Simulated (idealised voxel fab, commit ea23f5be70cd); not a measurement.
process module | voxel released beams
cross-section cut | 145 nm wide | cells 5 nm
A cross-section is a grid of square cells, given in bands from the top down. A band is one or more rows of cells.
Each band's line starts with the height of the band's top and of its bottom, in nm. Then come its materials from left to right, each with its width in nm. One material with "throughout" fills the band from edge to edge. "air" is empty space.
Height 0 is the level under which the wafer as received is all one material. The lowest band goes on downwards, as in "0 down".
A width such as "30 to 40" changes by the same amount from each row of cells to the next, from the band's top row to its bottom row.
"no change" after a step means that no cell of the cross-section changed.
closed voids: empty space of 8 cells or more with no open way to the top, each as width x height at its distance from the left edge, in nm
after a step's settings: what the simulator itself notes on the step
overlay nm, on a step with a mask: how far to the right of its planned place the mask lay; to the left if negative
plan
1 op RECEIVE | material Si
2 op CONFORMAL_DEP | material Al2O3 | thk nm 10
3 op DIRECTIONAL_DEP | material SiO2 | thk nm 15
4 op DIRECTIONAL_DEP | material aC | thk nm 10
5 op PATTERN | tone open | mask id ANCHOR | material resist | width nm 45 | thk nm 25 | overlay nm 0
6 op DIRECTIONAL_ETCH | etch materials aC | depth nm 10
7 op STRIP | etch materials resist
8 op DIRECTIONAL_ETCH | etch materials SiO2 | depth nm 15
9 op STRIP | etch materials aC
10 op CONFORMAL_DEP | material polySi | thk nm 15
11 op PATTERN | tone cover | mask id BEAM | material resist | width nm 110 | thk nm 20 | overlay nm 0
12 op DIRECTIONAL_ETCH | etch materials polySi | depth nm 15
13 op STRIP | etch materials resist
14 op STRIP | etch materials SiO2
as received, after step 1
  0 down: Si throughout
  closed voids: none
a wafer at the end: this start, this plan, one mistake
  30 to 15: air 15 | polySi 20 | air 15 | polySi 75 | air 20
  15 to 0: air 20 | polySi 45 | air 80
  0 down: Si throughout
  closed voids: none
what went wrong: step 2 was left out
